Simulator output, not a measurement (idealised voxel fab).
Process module, titled voxel plated lines
Xsec cut, 290 nm wide, square cell size 5 nm.
Each cross-section below is a grid of square cells, stated as bands in top-down order, with one or more rows of cells making up each band.
Quick guide to a band line: top height, bottom height (nm) up front; then every material left to right with its width in nm. Only one material and it's marked "everywhere"? Then it fills the band edge to edge. And "air" just means empty space.
Convention: height 0 is the level below which the wafer, as received, is all one material. The lowest band does not terminate at the bottom but continues downward, represented as "from 0 down".
The notation "30->40" denotes a width that varies across the rows of cells in the band, beginning at the first number in the top row, finishing at the second number in the bottom row, and changing by an identical amount from each row to the next.
The designation "left unchanged", where it is given for a processing step, indicates that no cell of the cross-section was altered in the course of that step.
If an empty space has no open way to the top and is at least 8 cells in size, "Closed internal voids" lists it, written width x height at distance, where distance is measured from the left edge and every value is in nm.
The remark found on a step's line after its settings is issued by the simulator itself and pertains to that step.
Regarding "overlay nm": on a step with a mask, it is the distance the mask lay to the right of its planned place; a negative value places it to the left.
**Steps in the process plan**
1. op RECEIVE | material Si
2. op CONFORMAL_DEP | material Al2O3 | thk nm 10
3. op DIRECTIONAL_DEP | material TiN | thk nm 5
4. op PATTERN | tone open | mask id LINES | material resist | width nm 30 | pitch nm 60 | thk nm 40 | overlay nm 0
5. op EPI | material Ru | thk nm 5
6. op EPI | material Ru | thk nm 5
7. op EPI | material Ru | thk nm 5
8. op STRIP | etch materials resist
9. op DIRECTIONAL_ETCH | etch materials TiN | depth nm 5
10. op CONFORMAL_DEP | material SiO2 | thk nm 5
**Cross-section of the wafer at receipt, which is the condition after step 1**
> from 0 down | Si everywhere
> Closed internal voids: none
**Post-module cross-section of the first of two wafers (run per plan)**
> from 35 to 30 | 95 nm air, then 40 nm SiO2, then 20 nm air, then 40 nm SiO2, then 95 nm air
> from 30 to 15 | 95 nm air, then 5 nm SiO2, then 30 nm Ru, then 5 nm SiO2, then 20 nm air, then 5 nm SiO2, then 30 nm Ru, then 5 nm SiO2, then 95 nm air
> from 15 to 10 | 100 nm SiO2, then 30 nm TiN, then 30 nm SiO2, then 30 nm TiN, then 100 nm SiO2
> from 10 to 0 | Al2O3 everywhere
> from 0 down | Si everywhere
> Closed internal voids: none
**Here is the second of the two wafers cut open at the end of the module - same start, same plan as the first one, but we made one mistake running it**
> from 35 to 30 | 95 nm air, then 40 nm SiO2, then 20 nm air, then 40 nm SiO2, then 95 nm air
> from 30 to 25 | 95 nm air, then 5 nm SiO2, then 30 nm Ru, then 5 nm SiO2, then 20 nm air, then 5 nm SiO2, then 30 nm Ru, then 5 nm SiO2, then 95 nm air
> from 25 to 20 | 100 nm SiO2, then 30 nm Ru, then 30 nm SiO2, then 30 nm Ru, then 100 nm SiO2
> from 20 to 15 | Ru everywhere
> from 15 to 10 | TiN everywhere
> from 10 to 0 | Al2O3 everywhere
> from 0 down | Si everywhere
> Closed internal voids: none
Error vs. plan: transposition of steps 4 and 5 relative to the planned sequence
Final comparison by cell count, materials where the second wafer has more or fewer than the first: Ru +46 | SiO2 -8 | TiN +46
